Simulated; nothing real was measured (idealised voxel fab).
process module | voxel spacer lines
cross-section cut | 225 nm wide | cells 5 nm
A cross-section is a grid of square cells, given in bands from the top down. A band is one or more rows of cells.
Each band's line starts with the height of the band's top and of its bottom, in nm. Then come its materials from left to right, each with its width in nm. One material with "throughout" fills the band from edge to edge. "air" is empty space.
Height 0 is the level under which the wafer as received is all one material. The lowest band goes on downwards, as in "0 down".
A width such as "30 to 40" changes by the same amount from each row of cells to the next, from the band's top row to its bottom row.
"no change" after a step means that no cell of the cross-section changed.
closed voids: empty space of 8 cells or more with no open way to the top, each as width x height at its distance from the left edge, in nm
after a step's settings: what the simulator itself notes on the step
overlay nm, on a step with a mask: how far to the right of its planned place the mask lay; to the left if negative
plan
1 op RECEIVE | material Si
2 op CONFORMAL_DEP | material Al2O3 | thk nm 10
3 op DIRECTIONAL_DEP | material polySi | thk nm 15
4 op DIRECTIONAL_DEP | material aC | thk nm 30
5 op PATTERN | tone cover | mask id MANDREL | material resist | width nm 20 | pitch nm 60 | thk nm 35 | overlay nm 0
6 op DIRECTIONAL_ETCH | etch materials aC | depth nm 30
7 op STRIP | etch materials resist
8 op CONFORMAL_DEP | material SiO2 | thk nm 10
9 op DIRECTIONAL_ETCH | etch materials SiO2 | depth nm 10
10 op STRIP | etch materials aC
11 op DIRECTIONAL_ETCH | etch materials polySi | depth nm 15
12 op STRIP | etch materials SiO2
first wafer, as planned
as received, after step 1
  0 down: Si throughout
  closed voids: none
after step 2
  10 to 0: Al2O3 throughout
  below 0: unchanged
after step 3
  25 to 10: polySi throughout
  below 10: unchanged
after step 4
  55 to 25: aC throughout
  below 25: unchanged
after step 5
  90 to 55: air 70 | resist 20 | air 40 | resist 20 | air 75
  below 55: unchanged
after step 6
  60 to 55: air 70 | resist 20 | air 40 | resist 20 | air 75
  55 to 25: air 70 | aC 20 | air 40 | aC 20 | air 75
  below 25: unchanged
after step 7
  55 to 25: air 70 | aC 20 | air 40 | aC 20 | air 75
  below 25: unchanged
after step 8
  65 to 55: air 60 | SiO2 40 | air 20 | SiO2 40 | air 65
  55 to 35: air 60 | SiO2 10 | aC 20 | SiO2 10 | air 20 | SiO2 10 | aC 20 | SiO2 10 | air 65
  35 to 25: SiO2 70 | aC 20 | SiO2 40 | aC 20 | SiO2 75
  below 25: unchanged
after step 9
  55 to 25: air 60 | SiO2 10 | aC 20 | SiO2 10 | air 20 | SiO2 10 | aC 20 | SiO2 10 | air 65
  below 25: unchanged
after step 10
  55 to 25: air 60 | SiO2 10 | air 20 | SiO2 10 | air 20 | SiO2 10 | air 20 | SiO2 10 | air 65
  below 25: unchanged
after step 11
  55 to 25: air 60 | SiO2 10 | air 20 | SiO2 10 | air 20 | SiO2 10 | air 20 | SiO2 10 | air 65
  25 to 10: air 60 | polySi 10 | air 20 | polySi 10 | air 20 | polySi 10 | air 20 | polySi 10 | air 65
  below 10: unchanged
after step 12
  25 to 10: air 60 | polySi 10 | air 20 | polySi 10 | air 20 | polySi 10 | air 20 | polySi 10 | air 65
  below 10: unchanged
second wafer: like start, like plan, one mistake. Through step 1 it matches the first wafer
when step 2 should have ended
  15 to 0: Al2O3 throughout
  below 0: unchanged
when step 3 should have ended
  30 to 15: polySi throughout
  below 15: unchanged
when step 4 should have ended
  60 to 30: aC throughout
  below 30: unchanged
when step 5 should have ended
  95 to 60: air 70 | resist 20 | air 40 | resist 20 | air 75
  below 60: unchanged
when step 6 should have ended
  65 to 60: air 70 | resist 20 | air 40 | resist 20 | air 75
  60 to 30: air 70 | aC 20 | air 40 | aC 20 | air 75
  below 30: unchanged
when step 7 should have ended
  60 to 30: air 70 | aC 20 | air 40 | aC 20 | air 75
  below 30: unchanged
when step 8 should have ended
  70 to 60: air 60 | SiO2 40 | air 20 | SiO2 40 | air 65
  60 to 40: air 60 | SiO2 10 | aC 20 | SiO2 10 | air 20 | SiO2 10 | aC 20 | SiO2 10 | air 65
  40 to 30: SiO2 70 | aC 20 | SiO2 40 | aC 20 | SiO2 75
  below 30: unchanged
when step 9 should have ended
  60 to 30: air 60 | SiO2 10 | aC 20 | SiO2 10 | air 20 | SiO2 10 | aC 20 | SiO2 10 | air 65
  below 30: unchanged
when step 10 should have ended
  60 to 30: air 60 | SiO2 10 | air 20 | SiO2 10 | air 20 | SiO2 10 | air 20 | SiO2 10 | air 65
  below 30: unchanged
when step 11 should have ended
  60 to 30: air 60 | SiO2 10 | air 20 | SiO2 10 | air 20 | SiO2 10 | air 20 | SiO2 10 | air 65
  30 to 15: air 60 | polySi 10 | air 20 | polySi 10 | air 20 | polySi 10 | air 20 | polySi 10 | air 65
  below 15: unchanged
when step 12 should have ended
  30 to 15: air 60 | polySi 10 | air 20 | polySi 10 | air 20 | polySi 10 | air 20 | polySi 10 | air 65
  below 15: unchanged
what went wrong: step 2 ran as: op CONFORMAL_DEP | material Al2O3 | thk nm 15
at the end the second wafer has, in cells: 45 more of Al2O3
